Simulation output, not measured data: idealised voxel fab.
The name of this process module is voxel gate over fins.
Displayed cross-section: cut, width of 235 nm, square cells sized 5 nm.
A cross-section in this document is a grid of square cells, and it is written down as bands, the top band listed before the ones below it; a band is made up of one or more rows of cells.
It is stipulated that each band's entry specify, in nanometres, the height of the top of the band and then that of its bottom, followed by the materials of the band in left-to-right sequence, each together with its width in nanometres. A single material marked by the word "edge to edge" is understood to fill the band from edge to edge; the word "empty" is understood to denote empty space.
Heights from 0 (as-received wafer is one material below). Bottom band endless downward, as "z 0 and below".
So if you see something like "30->40" for the width, read it as the top row of the band sitting at the first number and the bottom row at the second, with every row in between moving by the same amount as the last.
Step marked "no change"? Then no cell in the cross-section changed in it.
So "Voids lacking openings" is basically the list of trapped voids: any empty space of 8 cells or more that can't reach the top through an opening. They're written width x height at distance, the distance being from the left edge, and it's all nm.
Read whatever lies past the settings on a step's line as the simulator's own remark about the step.
overlay nm: where the mask lay relative to plan, measured to the right, on steps with a mask; negatives go left.
Process steps - plan
step 1: op RECEIVE | material Si
step 2: op CONFORMAL_DEP | material SiN | thk nm 10
step 3: op PATTERN | tone cover | mask id FINS | material resist | width nm 15 | pitch nm 55 | thk nm 15 | overlay nm 0
step 4: op DIRECTIONAL_ETCH | etch materials SiN | depth nm 10
step 5: op DIRECTIONAL_ETCH | etch materials Si | depth nm 40
step 6: op STRIP | etch materials resist
step 7: op OXIDIZE | depth nm 5
step 8: op FILL_DEP | material SiO2 | thk nm 5
step 9: op CMP | height nm 10
step 10: op DIRECTIONAL_DEP | material aC | thk nm 15
step 11: op PATTERN | tone open | mask id RAIL | material resist | width nm 15 | thk nm 30 | overlay nm 0
step 12: op DIRECTIONAL_ETCH | etch materials aC | depth nm 15
step 13: op STRIP | etch materials resist
step 14: op DIRECTIONAL_ETCH | etch materials SiO2 | depth nm 45
step 15: op STRIP | etch materials aC
step 16: op CONFORMAL_DEP | material TiN | thk nm 5
step 17: op FILL_DEP | material Ru | thk nm 10
step 18: op CMP | height nm 10
step 19: op SELECTIVE_ETCH | etch materials W Ru TiN | depth nm 30
step 20: op FILL_DEP | material SiO2 | thk nm 5
step 21: op CMP | height nm 10
step 22: op SELECTIVE_ETCH | etch materials SiO2 | depth nm 25
step 23: op STRIP | etch materials SiN
step 24: op CONFORMAL_DEP | material HfO2 | thk nm 5
step 25: op CONFORMAL_DEP | material TiN | thk nm 5
step 26: op FILL_DEP | material W | thk nm 10
step 27: op CMP | height nm 15
step 28: op CONFORMAL_DEP | material SiN | thk nm 10
The first wafer of two, processed as planned
As-received wafer cross-section (after step 1)
    z 0 and below: Si edge to edge
    Voids lacking openings: none
State of the wafer after step 2, shown in cross-section
    z 10 to 0: SiN edge to edge
    Everything under 0 stays put, no change at all.
State of the wafer after step 3, shown in cross-section
    z 25 to 10: empty (55), resist (15), empty (40), resist (15), empty (40), resist (15), empty (55)
    Everything under 10 stays put, no change at all.
State of the wafer after step 4, shown in cross-section
    z 25 to 10: empty (55), resist (15), empty (40), resist (15), empty (40), resist (15), empty (55)
    z 10 to 0: empty (55), SiN (15), empty (40), SiN (15), empty (40), SiN (15), empty (55)
    Everything under 0 stays put, no change at all.
State of the wafer after step 5, shown in cross-section
    z 25 to 10: empty (55), resist (15), empty (40), resist (15), empty (40), resist (15), empty (55)
    z 10 to 0: empty (55), SiN (15), empty (40), SiN (15), empty (40), SiN (15), empty (55)
    z 0 to -40: empty (55), Si (15), empty (40), Si (15), empty (40), Si (15), empty (55)
    Everything under -40 stays put, no change at all.
State of the wafer after step 6, shown in cross-section
    z 10 to 0: empty (55), SiN (15), empty (40), SiN (15), empty (40), SiN (15), empty (55)
    Everything under 0 stays put, no change at all.
State of the wafer after step 7, shown in cross-section
    z 10 to 0: empty (55), SiN (15), empty (40), SiN (15), empty (40), SiN (15), empty (55)
    z 0 to -40: empty (55), SiO2 (5), Si (5), SiO2 (5), empty (40), SiO2 (5), Si (5), SiO2 (5), empty (40), SiO2 (5), Si (5), SiO2 (5), empty (55)
    z -40 to -45: SiO2 (60), Si (5), SiO2 (50), Si (5), SiO2 (50), Si (5), SiO2 (60)
    Everything under -45 stays put, no change at all.
State of the wafer after step 8, shown in cross-section
    z 15 to 10: SiO2 edge to edge
    z 10 to 0: SiO2 (55), SiN (15), SiO2 (40), SiN (15), SiO2 (40), SiN (15), SiO2 (55)
    z 0 to -45: SiO2 (60), Si (5), SiO2 (50), Si (5), SiO2 (50), Si (5), SiO2 (60)
    Everything under -45 stays put, no change at all.
State of the wafer after step 9, shown in cross-section
    z 10 to 0: SiO2 (55), SiN (15), SiO2 (40), SiN (15), SiO2 (40), SiN (15), SiO2 (55)
    Everything under 0 stays put, no change at all.
State of the wafer after step 10, shown in cross-section
    z 25 to 10: aC edge to edge
    Everything under 10 stays put, no change at all.
State of the wafer after step 11, shown in cross-section
    z 55 to 25: resist (80), empty (15), resist (140)
    Everything under 25 stays put, no change at all.
State of the wafer after step 12, shown in cross-section
    z 40 to 25: resist (80), empty (15), resist (140)
    z 25 to 10: aC (80), empty (15), aC (140)
    Everything under 10 stays put, no change at all.
State of the wafer after step 13, shown in cross-section
    z 25 to 10: aC (80), empty (15), aC (140)
    Everything under 10 stays put, no change at all.
State of the wafer after step 14, shown in cross-section
    z 25 to 10: aC (80), empty (15), aC (140)
    z 10 to 0: SiO2 (55), SiN (15), SiO2 (10), empty (15), SiO2 (15), SiN (15), SiO2 (40), SiN (15), SiO2 (55)
    z 0 to -35: SiO2 (60), Si (5), SiO2 (15), empty (15), SiO2 (20), Si (5), SiO2 (50), Si (5), SiO2 (60)
    Everything under -35 stays put, no change at all.
State of the wafer after step 15, shown in cross-section
    z 10 to 0: SiO2 (55), SiN (15), SiO2 (10), empty (15), SiO2 (15), SiN (15), SiO2 (40), SiN (15), SiO2 (55)
    Everything under 0 stays put, no change at all.
State of the wafer after step 16, shown in cross-section
    z 15 to 10: TiN (85), empty (5), TiN (145)
    z 10 to 0: SiO2 (55), SiN (15), SiO2 (10), TiN (5), empty (5), TiN (5), SiO2 (15), SiN (15), SiO2 (40), SiN (15), SiO2 (55)
    z 0 to -30: SiO2 (60), Si (5), SiO2 (15), TiN (5), empty (5), TiN (5), SiO2 (20), Si (5), SiO2 (50), Si (5), SiO2 (60)
    z -30 to -35: SiO2 (60), Si (5), SiO2 (15), TiN (15), SiO2 (20), Si (5), SiO2 (50), Si (5), SiO2 (60)
    Everything under -35 stays put, no change at all.
State of the wafer after step 17, shown in cross-section
    z 25 to 15: Ru edge to edge
    z 15 to 10: TiN (85), Ru (5), TiN (145)
    z 10 to 0: SiO2 (55), SiN (15), SiO2 (10), TiN (5), Ru (5), TiN (5), SiO2 (15), SiN (15), SiO2 (40), SiN (15), SiO2 (55)
    z 0 to -30: SiO2 (60), Si (5), SiO2 (15), TiN (5), Ru (5), TiN (5), SiO2 (20), Si (5), SiO2 (50), Si (5), SiO2 (60)
    Everything under -30 stays put, no change at all.
State of the wafer after step 18, shown in cross-section
    z 10 to 0: SiO2 (55), SiN (15), SiO2 (10), TiN (5), Ru (5), TiN (5), SiO2 (15), SiN (15), SiO2 (40), SiN (15), SiO2 (55)
    Everything under 0 stays put, no change at all.
State of the wafer after step 19, shown in cross-section
    z 10 to 0: SiO2 (55), SiN (15), SiO2 (10), empty (15), SiO2 (15), SiN (15), SiO2 (40), SiN (15), SiO2 (55)
    z 0 to -20: SiO2 (60), Si (5), SiO2 (15), empty (15), SiO2 (20), Si (5), SiO2 (50), Si (5), SiO2 (60)
    Everything under -20 stays put, no change at all.
State of the wafer after step 20, shown in cross-section
    z 15 to 10: SiO2 edge to edge
    z 10 to 0: SiO2 (55), SiN (15), SiO2 (40), SiN (15), SiO2 (40), SiN (15), SiO2 (55)
    z 0 to -20: SiO2 (60), Si (5), SiO2 (50), Si (5), SiO2 (50), Si (5), SiO2 (60)
    Everything under -20 stays put, no change at all.
State of the wafer after step 21, shown in cross-section
    z 10 to 0: SiO2 (55), SiN (15), SiO2 (40), SiN (15), SiO2 (40), SiN (15), SiO2 (55)
    Everything under 0 stays put, no change at all.
State of the wafer after step 22, shown in cross-section
    z 10 to 0: empty (55), SiN (15), empty (40), SiN (15), empty (40), SiN (15), empty (55)
    z 0 to -15: empty (60), Si (5), empty (50), Si (5), empty (50), Si (5), empty (60)
    Everything under -15 stays put, no change at all.
State of the wafer after step 23, shown in cross-section
    z 0 to -15: empty (60), Si (5), empty (50), Si (5), empty (50), Si (5), empty (60)
    Everything under -15 stays put, no change at all.
State of the wafer after step 24, shown in cross-section
    z 5 to 0: empty (55), HfO2 (15), empty (40), HfO2 (15), empty (40), HfO2 (15), empty (55)
    z 0 to -10: empty (55), HfO2 (5), Si (5), HfO2 (5), empty (40), HfO2 (5), Si (5), HfO2 (5), empty (40), HfO2 (5), Si (5), HfO2 (5), empty (55)
    z -10 to -15: HfO2 (60), Si (5), HfO2 (50), Si (5), HfO2 (50), Si (5), HfO2 (60)
    Everything under -15 stays put, no change at all.
State of the wafer after step 25, shown in cross-section
    z 10 to 5: empty (50), TiN (25), empty (30), TiN (25), empty (30), TiN (25), empty (50)
    z 5 to 0: empty (50), TiN (5), HfO2 (15), TiN (5), empty (30), TiN (5), HfO2 (15), TiN (5), empty (30), TiN (5), HfO2 (15), TiN (5), empty (50)
    z 0 to -5: empty (50), TiN (5), HfO2 (5), Si (5), HfO2 (5), TiN (5), empty (30), TiN (5), HfO2 (5), Si (5), HfO2 (5), TiN (5), empty (30), TiN (5), HfO2 (5), Si (5), HfO2 (5), TiN (5), empty (50)
    z -5 to -10: TiN (55), HfO2 (5), Si (5), HfO2 (5), TiN (40), HfO2 (5), Si (5), HfO2 (5), TiN (40), HfO2 (5), Si (5), HfO2 (5), TiN (55)
    Everything under -10 stays put, no change at all.
State of the wafer after step 26, shown in cross-section
    z 20 to 10: W edge to edge
    z 10 to 5: W (50), TiN (25), W (30), TiN (25), W (30), TiN (25), W (50)
    z 5 to 0: W (50), TiN (5), HfO2 (15), TiN (5), W (30), TiN (5), HfO2 (15), TiN (5), W (30), TiN (5), HfO2 (15), TiN (5), W (50)
    z 0 to -5: W (50), TiN (5), HfO2 (5), Si (5), HfO2 (5), TiN (5), W (30), TiN (5), HfO2 (5), Si (5), HfO2 (5), TiN (5), W (30), TiN (5), HfO2 (5), Si (5), HfO2 (5), TiN (5), W (50)
    Everything under -5 stays put, no change at all.
State of the wafer after step 27, shown in cross-section
    z 15 to 10: W edge to edge
    Everything under 10 stays put, no change at all.
State of the wafer after step 28, shown in cross-section
    z 25 to 15: SiN edge to edge
    Everything under 15 stays put, no change at all.
Second Wafer (Identical Start and Plan, One Processing Error; Matches First Wafer Through Step 15)
Here is the second wafer in cross-section at the point where step 16 of the plan should have been done
    z 15 to 10: SiN (85), empty (5), SiN (145)
    z 10 to 0: SiO2 (55), SiN (15), SiO2 (10), SiN (5), empty (5), SiN (5), SiO2 (15), SiN (15), SiO2 (40), SiN (15), SiO2 (55)
    z 0 to -30: SiO2 (60), Si (5), SiO2 (15), SiN (5), empty (5), SiN (5), SiO2 (20), Si (5), SiO2 (50), Si (5), SiO2 (60)
    z -30 to -35: SiO2 (60), Si (5), SiO2 (15), SiN (15), SiO2 (20), Si (5), SiO2 (50), Si (5), SiO2 (60)
    Everything under -35 stays put, no change at all.
Here is the second wafer in cross-section at the point where step 17 of the plan should have been done
    z 25 to 15: Ru edge to edge
    z 15 to 10: SiN (85), Ru (5), SiN (145)
    z 10 to 0: SiO2 (55), SiN (15), SiO2 (10), SiN (5), Ru (5), SiN (5), SiO2 (15), SiN (15), SiO2 (40), SiN (15), SiO2 (55)
    z 0 to -30: SiO2 (60), Si (5), SiO2 (15), SiN (5), Ru (5), SiN (5), SiO2 (20), Si (5), SiO2 (50), Si (5), SiO2 (60)
    Everything under -30 stays put, no change at all.
Here is the second wafer in cross-section at the point where step 18 of the plan should have been done
    z 10 to 0: SiO2 (55), SiN (15), SiO2 (10), SiN (5), Ru (5), SiN (5), SiO2 (15), SiN (15), SiO2 (40), SiN (15), SiO2 (55)
    Everything under 0 stays put, no change at all.
Here is the second wafer in cross-section at the point where step 19 of the plan should have been done
    z 10 to 0: SiO2 (55), SiN (15), SiO2 (10), SiN (5), empty (5), SiN (5), SiO2 (15), SiN (15), SiO2 (40), SiN (15), SiO2 (55)
    z 0 to -20: SiO2 (60), Si (5), SiO2 (15), SiN (5), empty (5), SiN (5), SiO2 (20), Si (5), SiO2 (50), Si (5), SiO2 (60)
    Everything under -20 stays put, no change at all.
Here is the second wafer in cross-section at the point where step 20 of the plan should have been done
    z 15 to 10: SiO2 edge to edge
    z 10 to 0: SiO2 (55), SiN (15), SiO2 (10), SiN (5), SiO2 (5), SiN (5), SiO2 (15), SiN (15), SiO2 (40), SiN (15), SiO2 (55)
    z 0 to -20: SiO2 (60), Si (5), SiO2 (15), SiN (5), SiO2 (5), SiN (5), SiO2 (20), Si (5), SiO2 (50), Si (5), SiO2 (60)
    Everything under -20 stays put, no change at all.
Here is the second wafer in cross-section at the point where step 21 of the plan should have been done
    z 10 to 0: SiO2 (55), SiN (15), SiO2 (10), SiN (5), SiO2 (5), SiN (5), SiO2 (15), SiN (15), SiO2 (40), SiN (15), SiO2 (55)
    Everything under 0 stays put, no change at all.
Here is the second wafer in cross-section at the point where step 22 of the plan should have been done
    z 10 to 0: empty (55), SiN (15), empty (10), SiN (5), empty (5), SiN (5), empty (15), SiN (15), empty (40), SiN (15), empty (55)
    z 0 to -15: empty (60), Si (5), empty (15), SiN (5), empty (5), SiN (5), empty (20), Si (5), empty (50), Si (5), empty (60)
    Everything under -15 stays put, no change at all.
Here is the second wafer in cross-section at the point where step 23 of the plan should have been done
    z 0 to -15: empty (60), Si (5), empty (50), Si (5), empty (50), Si (5), empty (60)
    z -15 to -35: SiO2 (60), Si (5), SiO2 (15), empty (15), SiO2 (20), Si (5), SiO2 (50), Si (5), SiO2 (60)
    Everything under -35 stays put, no change at all.
Here is the second wafer in cross-section at the point where step 24 of the plan should have been done
    z 5 to 0: empty (55), HfO2 (15), empty (40), HfO2 (15), empty (40), HfO2 (15), empty (55)
    z 0 to -10: empty (55), HfO2 (5), Si (5), HfO2 (5), empty (40), HfO2 (5), Si (5), HfO2 (5), empty (40), HfO2 (5), Si (5), HfO2 (5), empty (55)
    z -10 to -15: HfO2 (60), Si (5), HfO2 (20), empty (5), HfO2 (25), Si (5), HfO2 (50), Si (5), HfO2 (60)
    z -15 to -30: SiO2 (60), Si (5), SiO2 (15), HfO2 (5), empty (5), HfO2 (5), SiO2 (20), Si (5), SiO2 (50), Si (5), SiO2 (60)
    z -30 to -35: SiO2 (60), Si (5), SiO2 (15), HfO2 (15), SiO2 (20), Si (5), SiO2 (50), Si (5), SiO2 (60)
    Everything under -35 stays put, no change at all.
Here is the second wafer in cross-section at the point where step 25 of the plan should have been done
    z 10 to 5: empty (50), TiN (25), empty (30), TiN (25), empty (30), TiN (25), empty (50)
    z 5 to 0: empty (50), TiN (5), HfO2 (15), TiN (5), empty (30), TiN (5), HfO2 (15), TiN (5), empty (30), TiN (5), HfO2 (15), TiN (5), empty (50)
    z 0 to -5: empty (50), TiN (5), HfO2 (5), Si (5), HfO2 (5), TiN (5), empty (30), TiN (5), HfO2 (5), Si (5), HfO2 (5), TiN (5), empty (30), TiN (5), HfO2 (5), Si (5), HfO2 (5), TiN (5), empty (50)
    z -5 to -10: TiN (55), HfO2 (5), Si (5), HfO2 (5), TiN (40), HfO2 (5), Si (5), HfO2 (5), TiN (40), HfO2 (5), Si (5), HfO2 (5), TiN (55)
    z -10 to -15: HfO2 (60), Si (5), HfO2 (20), TiN (5), HfO2 (25), Si (5), HfO2 (50), Si (5), HfO2 (60)
    z -15 to -30: SiO2 (60), Si (5), SiO2 (15), HfO2 (5), TiN (5), HfO2 (5), SiO2 (20), Si (5), SiO2 (50), Si (5), SiO2 (60)
    Everything under -30 stays put, no change at all.
Here is the second wafer in cross-section at the point where step 26 of the plan should have been done
    z 20 to 10: W edge to edge
    z 10 to 5: W (50), TiN (25), W (30), TiN (25), W (30), TiN (25), W (50)
    z 5 to 0: W (50), TiN (5), HfO2 (15), TiN (5), W (30), TiN (5), HfO2 (15), TiN (5), W (30), TiN (5), HfO2 (15), TiN (5), W (50)
    z 0 to -5: W (50), TiN (5), HfO2 (5), Si (5), HfO2 (5), TiN (5), W (30), TiN (5), HfO2 (5), Si (5), HfO2 (5), TiN (5), W (30), TiN (5), HfO2 (5), Si (5), HfO2 (5), TiN (5), W (50)
    Everything under -5 stays put, no change at all.
Here is the second wafer in cross-section at the point where step 27 of the plan should have been done
    z 15 to 10: W edge to edge
    Everything under 10 stays put, no change at all.
Here is the second wafer in cross-section at the point where step 28 of the plan should have been done
    z 25 to 15: SiN edge to edge
    Everything under 15 stays put, no change at all.
Plan not followed: step 16 did not use the planned setting and instead ran as op CONFORMAL_DEP | material SiN | thk nm 5
Per the end-of-run cell counts, the second wafer holds more or fewer of some materials than the first: 8 more of HfO2, 2 fewer of Ru, 3 fewer of SiO2, 3 fewer of TiN
